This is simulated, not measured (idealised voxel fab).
process module | voxel fin reveal
cross-section cut | 155 nm wide | cells 5 nm
A cross-section is a grid of square cells, given in bands from the top down. A band is one or more rows of cells.
Each band's line starts with the height of the band's top and of its bottom, in nm. Then come its materials from left to right, each with its width in nm. One material with "throughout" fills the band from edge to edge. "air" is empty space.
Height 0 is the level under which the wafer as received is all one material. The lowest band goes on downwards, as in "0 down".
A width such as "30 to 40" changes by the same amount from each row of cells to the next, from the band's top row to its bottom row.
"no change" after a step means that no cell of the cross-section changed.
closed voids: empty space of 8 cells or more with no open way to the top, each as width x height at its distance from the left edge, in nm
after a step's settings: what the simulator itself notes on the step
overlay nm, on a step with a mask: how far to the right of its planned place the mask lay; to the left if negative
plan
1 op RECEIVE | material Si
2 op CONFORMAL_DEP | material SiN | thk nm 10
3 op MASKED_ETCH | tone cover | mask id FINS | width nm 15 | pitch nm 35 | etch materials SiN | depth nm 10 | overlay nm 0
4 op MASKED_ETCH | tone cover | mask id FINS | width nm 15 | pitch nm 35 | etch materials Si | depth nm 30 | overlay nm 0
5 op OXIDIZE | depth nm 5
6 op FILL_DEP | material SiO2 | thk nm 15
7 op CMP | height nm 10
8 op SELECTIVE_ETCH | etch materials SiO2 | depth nm 25
9 op STRIP | etch materials SiN
first wafer, as planned
as received, after step 1
  0 down: Si throughout
  closed voids: none
after step 2
  10 to 0: SiN throughout
  below 0: unchanged
after step 3
  10 to 0: air 35 | SiN 15 | air 20 | SiN 15 | air 20 | SiN 15 | air 35
  below 0: unchanged
after step 4
  10 to 0: air 35 | SiN 15 | air 20 | SiN 15 | air 20 | SiN 15 | air 35
  0 to -30: air 35 | Si 15 | air 20 | Si 15 | air 20 | Si 15 | air 35
  below -30: unchanged
after step 5
  10 to 0: air 35 | SiN 15 | air 20 | SiN 15 | air 20 | SiN 15 | air 35
  0 to -30: air 35 | SiO2 5 | Si 5 | SiO2 5 | air 20 | SiO2 5 | Si 5 | SiO2 5 | air 20 | SiO2 5 | Si 5 | SiO2 5 | air 35
  -30 to -35: SiO2 40 | Si 5 | SiO2 30 | Si 5 | SiO2 30 | Si 5 | SiO2 40
  below -35: unchanged
after step 6
  25 to 10: SiO2 throughout
  10 to 0: SiO2 35 | SiN 15 | SiO2 20 | SiN 15 | SiO2 20 | SiN 15 | SiO2 35
  0 to -35: SiO2 40 | Si 5 | SiO2 30 | Si 5 | SiO2 30 | Si 5 | SiO2 40
  below -35: unchanged
after step 7
  10 to 0: SiO2 35 | SiN 15 | SiO2 20 | SiN 15 | SiO2 20 | SiN 15 | SiO2 35
  below 0: unchanged
after step 8
  10 to 0: air 35 | SiN 15 | air 20 | SiN 15 | air 20 | SiN 15 | air 35
  0 to -15: air 40 | Si 5 | air 30 | Si 5 | air 30 | Si 5 | air 40
  below -15: unchanged
after step 9
  0 to -15: air 40 | Si 5 | air 30 | Si 5 | air 30 | Si 5 | air 40
  below -15: unchanged
second wafer: like start, like plan, one mistake. Through step 2 it matches the first wafer
when step 3 should have ended
  10 to 0: air 35 | SiN 20 | air 15 | SiN 20 | air 15 | SiN 20 | air 30
  below 0: unchanged
when step 4 should have ended
  10 to 0: air 35 | SiN 20 | air 15 | SiN 20 | air 15 | SiN 20 | air 30
  0 to -30: air 35 | Si 20 | air 15 | Si 20 | air 15 | Si 20 | air 30
  below -30: unchanged
when step 5 should have ended
  10 to 0: air 35 | SiN 20 | air 15 | SiN 20 | air 15 | SiN 20 | air 30
  0 to -30: air 35 | SiO2 5 | Si 10 | SiO2 5 | air 15 | SiO2 5 | Si 10 | SiO2 5 | air 15 | SiO2 5 | Si 10 | SiO2 5 | air 30
  -30 to -35: SiO2 40 | Si 10 | SiO2 25 | Si 10 | SiO2 25 | Si 10 | SiO2 35
  below -35: unchanged
when step 6 should have ended
  25 to 10: SiO2 throughout
  10 to 0: SiO2 35 | SiN 20 | SiO2 15 | SiN 20 | SiO2 15 | SiN 20 | SiO2 30
  0 to -35: SiO2 40 | Si 10 | SiO2 25 | Si 10 | SiO2 25 | Si 10 | SiO2 35
  below -35: unchanged
when step 7 should have ended
  10 to 0: SiO2 35 | SiN 20 | SiO2 15 | SiN 20 | SiO2 15 | SiN 20 | SiO2 30
  below 0: unchanged
when step 8 should have ended
  10 to 0: air 35 | SiN 20 | air 15 | SiN 20 | air 15 | SiN 20 | air 30
  0 to -15: air 40 | Si 10 | air 25 | Si 10 | air 25 | Si 10 | air 35
  below -15: unchanged
when step 9 should have ended
  0 to -15: air 40 | Si 10 | air 25 | Si 10 | air 25 | Si 10 | air 35
  below -15: unchanged
what went wrong: step 3 ran as: op MASKED_ETCH | tone cover | mask id FINS | width nm 20 | pitch nm 35 | etch materials SiN | depth nm 10 | overlay nm 0
at the end the second wafer has, in cells: 21 more of Si | 12 fewer of SiO2
